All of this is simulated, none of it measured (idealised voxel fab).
Herein follows the process module entitled voxel transistor to metal.
Cross-section cut spans 170 nm and uses square cells 5 nm in size.
Each cross-section below is a grid of square cells, stated as bands in top-down order, with one or more rows of cells making up each band.
For a band, the entry starts with two heights in nm, that of the top and then that of the bottom, and carries on with the band's materials in order from left to right, each alongside its width in nm; the word "full width" beside a single material means it fills the band edge to edge, and "empty" means empty space.
For the purposes of this specification, 0 denotes the height below which the wafer in its as-received condition is composed wholly of one material, and the lowermost band, lacking a lower limit, extends downward without end, as expressed in "0 nm and below".
The two numbers in a width such as "30..40" mark its ends across the band: the first belongs to the top row of cells, the second to the bottom row, and from each row to the next the width moves by the same amount.
It should be understood that the words "nothing was modified", when stated for a given step, signify that the cross-section underwent no change in any of its cells during that step.
"Sealed internal voids" means: voids of 8 cells or more that are shut off from the top with no open way through. Written width x height at distance, distance from the left edge, in nm.
Post-settings text on a step line: simulator's own remark regarding the step.
overlay nm, on a step with a mask: how far to the right of its planned place the mask lay; to the left if negative
# The steps planned for the process are as follows
| 1 | RECEIVE [material Si] |
| 2 | OXIDIZE [depth nm 5] |
| 3 | CONFORMAL_DEP [material SiN] [thk nm 10] |
| 4 | MASKED_ETCH [tone cover] [mask id ACTIVE] [width nm 125] [etch materials SiN] [depth nm 10] [overlay nm 0] |
| 5 | MASKED_ETCH [tone cover] [mask id ACTIVE] [width nm 125] [etch materials SiO2] [depth nm 5] [overlay nm 0] |
| 6 | MASKED_ETCH [tone cover] [mask id ACTIVE] [width nm 125] [etch materials Si] [depth nm 25] [overlay nm 0] |
| 7 | OXIDIZE [depth nm 5] |
| 8 | FILL_DEP [material SiO2] [thk nm 15] |
| 9 | CMP [height nm 10] |
| 10 | SELECTIVE_ETCH [etch materials SiO2] [depth nm 5] |
| 11 | STRIP [etch materials SiN] |
| 12 | SELECTIVE_ETCH [etch materials SiO2] [depth nm 5] |
| 13 | OXIDIZE [depth nm 5] |
| 14 | DIRECTIONAL_DEP [material polySi] [thk nm 30] |
| 15 | DIRECTIONAL_DEP [material SiCN] [thk nm 10] |
| 16 | MASKED_ETCH [tone cover] [mask id GATE] [width nm 25] [etch materials SiCN] [depth nm 20] [overlay nm 0] |
| 17 | MASKED_ETCH [tone cover] [mask id GATE] [width nm 25] [etch materials polySi] [depth nm 40] [overlay nm 0] |
| 18 | CONFORMAL_DEP [material SiO2] [thk nm 5] |
| 19 | DIRECTIONAL_ETCH [etch materials SiO2] [depth nm 5] |
| 20 | CONFORMAL_DEP [material SiN] [thk nm 10] |
| 21 | DIRECTIONAL_ETCH [etch materials SiN] [depth nm 10] |
| 22 | DIRECTIONAL_ETCH [etch materials SiO2] [depth nm 5] |
| 23 | DIRECTIONAL_ETCH [etch materials Si] [depth nm 10] |
| 24 | EPI [material pSi] [thk nm 15] |
| 25 | FILL_DEP [material SiO2] [thk nm 5] |
| 26 | CMP [height nm 35] |
| 27 | DIRECTIONAL_DEP [material SiO2] [thk nm 10] |
| 28 | PATTERN [tone open] [mask id CONTACT] [material resist] [width nm 35] [pitch nm 70] [thk nm 20] [overlay nm 0] |
| 29 | DIRECTIONAL_ETCH [etch materials SiO2] [depth nm 40] |
| 30 | STRIP [etch materials resist] |
| 31 | CONFORMAL_DEP [material TiN] [thk nm 5] |
| 32 | FILL_DEP [material W] [thk nm 10] |
| 33 | CMP [height nm 45] |
| 34 | CONFORMAL_DEP [material SiN] [thk nm 5] |
| 35 | DIRECTIONAL_DEP [material lowk] [thk nm 25] |
| 36 | DIRECTIONAL_DEP [material aC] [thk nm 15] |
| 37 | PATTERN [tone open] [mask id METAL_1] [material resist] [width nm 20] [pitch nm 85] [thk nm 30] [overlay nm 0] |
| 38 | DIRECTIONAL_ETCH [etch materials aC] [depth nm 15] |
| 39 | STRIP [etch materials resist] |
| 40 | DIRECTIONAL_ETCH [etch materials lowk] [depth nm 25] |
| 41 | DIRECTIONAL_ETCH [etch materials SiN] [depth nm 5] |
| 42 | STRIP [etch materials aC] |
| 43 | CONFORMAL_DEP [material TiN] [thk nm 5] |
| 44 | FILL_DEP [material Ru] [thk nm 5] |
| 45 | CMP [height nm 75] |
| 46 | CONFORMAL_DEP [material SiCN] [thk nm 5] |
| 47 | DIRECTIONAL_DEP [material lowk] [thk nm 25] |
| 48 | MASKED_ETCH [tone open] [mask id METAL_2] [width nm 20] [pitch nm 85] [etch materials lowk] [depth nm 15] [overlay nm 0] |
| 49 | MASKED_ETCH [tone open] [mask id METAL_2_HOLES] [width nm 15] [pitch nm 85] [etch materials lowk] [depth nm 10] [overlay nm 0] |
| 50 | MASKED_ETCH [tone open] [mask id METAL_2_HOLES] [width nm 15] [pitch nm 85] [etch materials SiCN] [depth nm 5] [overlay nm 0] |
| 51 | CONFORMAL_DEP [material TiN] [thk nm 5] |
| 52 | FILL_DEP [material Cu] [thk nm 10] |
| 53 | CMP [height nm 105] |
| 54 | CONFORMAL_DEP [material SiCN] [thk nm 5] |
# Cross-sectional view of the wafer in its as-received condition, corresponding to the state after step 1
0 nm and below: Si full width
Sealed internal voids: none
# Cross-sectional view of the first of the two wafers upon completion of the module, processed in accordance with the plan
110 nm to 105 nm: SiCN full width
105 nm to 95 nm: 30 lowk; 5 TiN; 10 Cu; 5 TiN; 65 lowk; 5 TiN; 10 Cu; 5 TiN; 35 lowk
95 nm to 90 nm: 30 lowk; 5 TiN; 5 Cu; 10 TiN; 65 lowk; 5 TiN; 5 Cu; 10 TiN; 35 lowk
90 nm to 80 nm: 30 lowk; 5 TiN; 5 Cu; 5 TiN; 70 lowk; 5 TiN; 5 Cu; 5 TiN; 40 lowk
80 nm to 75 nm: 30 SiCN; 15 TiN; 70 SiCN; 15 TiN; 40 SiCN
75 nm to 50 nm: 30 lowk; 5 TiN; 10 Ru; 5 TiN; 65 lowk; 5 TiN; 10 Ru; 5 TiN; 35 lowk
50 nm to 45 nm: 30 SiN; 20 TiN; 65 SiN; 20 TiN; 35 SiN
45 nm to 35 nm: 30 SiO2; 5 TiN; 25..15 W; 5..15 TiN; 35 SiO2; 5..15 TiN; 25..15 W; 5 TiN; 35 SiO2
35 nm to 25 nm: 30 SiO2; 5 TiN; 15 W; 5 TiN; 10 SiN; 5 SiO2; 25 SiCN; 5 SiO2; 10 SiN; 5 TiN; 15 W; 5 TiN; 35 SiO2
25 nm to 10 nm: 30 SiO2; 5 TiN; 15 W; 5 TiN; 10 SiN; 5 SiO2; 25 polySi; 5 SiO2; 10 SiN; 5 TiN; 15 W; 5 TiN; 35 SiO2
10 nm to 5 nm: 30 SiO2; 25 TiN; 10 SiN; 5 SiO2; 25 polySi; 5 SiO2; 10 SiN; 25 TiN; 35 SiO2
5 nm to 0 nm: 25 SiO2; 30 pSi; 10 SiN; 5 SiO2; 25 polySi; 5 SiO2; 10 SiN; 30 pSi; 30 SiO2
0 nm to -5 nm: 20 SiO2; 10 SiN; 25 pSi; 10 SiN; 5 SiO2; 25 polySi; 5 SiO2; 10 SiN; 25 pSi; 10 SiN; 25 SiO2
-5 nm to -10 nm: 30 SiO2; 25 pSi; 55 SiO2; 25 pSi; 35 SiO2
-10 nm to -20 nm: 25 SiO2; 5 Si; 25 pSi; 55 Si; 25 pSi; 5 Si; 30 SiO2
-20 nm to -35 nm: 25 SiO2; 115 Si; 30 SiO2
-35 nm and below: Si full width
Sealed internal voids: none
# End-of-module cross-section of the second wafer: identical starting point and process plan to the first, with one processing mistake
110 nm to 105 nm: SiCN full width
105 nm to 95 nm: 30 lowk; 5 TiN; 10 Cu; 5 TiN; 65 lowk; 5 TiN; 10 Cu; 5 TiN; 35 lowk
95 nm to 90 nm: 30 lowk; 5 TiN; 5 Cu; 10 TiN; 65 lowk; 5 TiN; 5 Cu; 10 TiN; 35 lowk
90 nm to 80 nm: 30 lowk; 5 TiN; 5 Cu; 5 TiN; 70 lowk; 5 TiN; 5 Cu; 5 TiN; 40 lowk
80 nm to 75 nm: 30 SiCN; 15 TiN; 70 SiCN; 15 TiN; 40 SiCN
75 nm to 60 nm: 30 lowk; 5 TiN; 10 Ru; 5 TiN; 65 lowk; 5 TiN; 10 Ru; 5 TiN; 35 lowk
60 nm to 55 nm: 30 SiN; 20 TiN; 65 SiN; 20 TiN; 35 SiN
55 nm to 45 nm: SiN full width
45 nm to 35 nm: 30 SiO2; 5 TiN; 25..15 W; 5..15 TiN; 35 SiO2; 5..15 TiN; 25..15 W; 5 TiN; 35 SiO2
35 nm to 25 nm: 30 SiO2; 5 TiN; 15 W; 5 TiN; 10 SiN; 5 SiO2; 25 SiCN; 5 SiO2; 10 SiN; 5 TiN; 15 W; 5 TiN; 35 SiO2
25 nm to 10 nm: 30 SiO2; 5 TiN; 15 W; 5 TiN; 10 SiN; 5 SiO2; 25 polySi; 5 SiO2; 10 SiN; 5 TiN; 15 W; 5 TiN; 35 SiO2
10 nm to 5 nm: 30 SiO2; 25 TiN; 10 SiN; 5 SiO2; 25 polySi; 5 SiO2; 10 SiN; 25 TiN; 35 SiO2
5 nm to 0 nm: 25 SiO2; 30 pSi; 10 SiN; 5 SiO2; 25 polySi; 5 SiO2; 10 SiN; 30 pSi; 30 SiO2
0 nm to -5 nm: 20 SiO2; 10 SiN; 25 pSi; 10 SiN; 5 SiO2; 25 polySi; 5 SiO2; 10 SiN; 25 pSi; 10 SiN; 25 SiO2
-5 nm to -10 nm: 30 SiO2; 25 pSi; 55 SiO2; 25 pSi; 35 SiO2
-10 nm to -20 nm: 25 SiO2; 5 Si; 25 pSi; 55 Si; 25 pSi; 5 Si; 30 SiO2
-20 nm to -35 nm: 25 SiO2; 115 Si; 30 SiO2
-35 nm and below: Si full width
Sealed internal voids: none
Finding, execution versus plan: planned and actual differ for step 34; actual: CONFORMAL_DEP [material SiN] [thk nm 15]
In the final state, the cell counts of the second wafer exceed or fall short of those of the first for the following materials: Ru -8 | SiN +68 | TiN -8 | lowk -52
